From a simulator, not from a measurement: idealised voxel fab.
A process module follows: voxel capacitor over wiring.
Displayed cross-section: cut, width of 145 nm, square cells sized 5 nm.
Cross-section = grid of square cells, listed top down in bands; band = one or more rows. Per band: top height and bottom height in nm, followed by the left-to-right materials and their widths in nm; "all across" marks a single material spanning edge to edge, "air" marks empty space. The level at which height equals 0 is the one under which the wafer, as it arrives, is entirely one material. No lower edge exists for the bottom band, which continues downward and is notated as in "z 0 and below". Think of "30 to 40" as a width that walks from the first number to the second as you go down the band, top row to bottom row, taking equal-sized steps from row to row. The designation "nothing got changed", where it is given for a processing step, indicates that no cell of the cross-section was altered in the course of that step. If an empty space has no open way to the top and is at least 8 cells in size, "Closed void listing" lists it, written width x height at distance, where distance is measured from the left edge and every value is in nm. On a step's line, text after the settings is the simulator commenting on that step. The optional step-line setting "overlay nm" applies to steps with a mask and quantifies how far to the right of its planned location the mask lay, a negative value indicating leftward placement.
## Set out below are the planned steps of the process
1 RECEIVE,material Si
2 CONFORMAL_DEP,material SiO2,thk nm 15
3 CONFORMAL_DEP,material SiN,thk nm 5
4 DIRECTIONAL_DEP,material SiO2,thk nm 15
5 MASKED_ETCH,tone open,mask id METAL_1,width nm 25,pitch nm 75,etch materials SiO2,depth nm 15,overlay nm 0
6 MASKED_ETCH,tone open,mask id METAL_1,width nm 25,pitch nm 75,etch materials SiN,depth nm 5,overlay nm 0
7 CONFORMAL_DEP,material TiN,thk nm 5
8 FILL_DEP,material Ru,thk nm 10
9 CMP,height nm 35
10 CONFORMAL_DEP,material SiCN,thk nm 5
11 DIRECTIONAL_DEP,material lowk,thk nm 15
12 PATTERN,tone open,mask id PLUG_1,material resist,width nm 15,thk nm 15,overlay nm 0
13 DIRECTIONAL_ETCH,etch materials lowk,depth nm 15
14 DIRECTIONAL_ETCH,etch materials SiCN,depth nm 5
15 STRIP,etch materials resist
16 EPI,material Ru,thk nm 10
17 EPI,material Ru,thk nm 10
18 DIRECTIONAL_DEP,material TiN,thk nm 5
19 DIRECTIONAL_DEP,material HfO2,thk nm 5
20 DIRECTIONAL_DEP,material TiN,thk nm 10
21 DIRECTIONAL_DEP,material aC,thk nm 15
22 PATTERN,tone cover,mask id UPPER_PLATE,material resist,width nm 55,thk nm 30,overlay nm 0
23 DIRECTIONAL_ETCH,etch materials aC,depth nm 15
24 STRIP,etch materials resist
25 DIRECTIONAL_ETCH,etch materials TiN,depth nm 10
26 DIRECTIONAL_ETCH,etch materials HfO2,depth nm 5
27 STRIP,etch materials aC
28 MASKED_ETCH,tone cover,mask id LOWER_PLATE,width nm 65,etch materials TiN,depth nm 5,overlay nm 0
29 FILL_DEP,material SiO2,thk nm 15
30 CMP,height nm 85
31 MASKED_ETCH,tone open,mask id PLUG_2,width nm 15,etch materials SiO2,depth nm 10,overlay nm 0
32 CONFORMAL_DEP,material TiN,thk nm 5
33 FILL_DEP,material W,thk nm 5
34 CMP,height nm 85
35 CONFORMAL_DEP,material SiN,thk nm 5
## Cross-section of the incoming wafer, state after step 1
	z 0 and below: Si all across
	Closed void listing: none
## Final wafer profile in cross-section after the module, from the same start and plan as above, with one mistake made during processing
	z 90 to 85: SiN all across
	z 85 to 80: SiO2=40; TiN=5; W=5; TiN=5; SiO2=90
	z 80 to 75: SiO2=40; TiN=15; SiO2=90
	z 75 to 65: SiO2=30; TiN=55; SiO2=60
	z 65 to 60: SiO2=30; HfO2=55; SiO2=60
	z 60 to 55: SiO2=25; TiN=65; SiO2=55
	z 55 to 40: lowk=30; Ru=15; lowk=100
	z 40 to 35: SiCN=30; Ru=15; SiCN=100
	z 35 to 25: SiO2=20; TiN=5; Ru=15; TiN=5; SiO2=50; TiN=5; Ru=15; TiN=5; SiO2=25
	z 25 to 20: SiO2=20; TiN=5; Ru=10; TiN=10; SiO2=50; TiN=5; Ru=10; TiN=10; SiO2=25
	z 20 to 15: SiN=20; TiN=20; SiN=55; TiN=20; SiN=30
	z 15 to 0: SiO2 all across
	z 0 and below: Si all across
	Closed void listing: none
What was the processing mistake? heads up, step 6 didn't go per plan, it actually ran as MASKED_ETCH,tone open,mask id METAL_1,width nm 25,pitch nm 75,etch materials SiN,depth nm 5,overlay nm -5
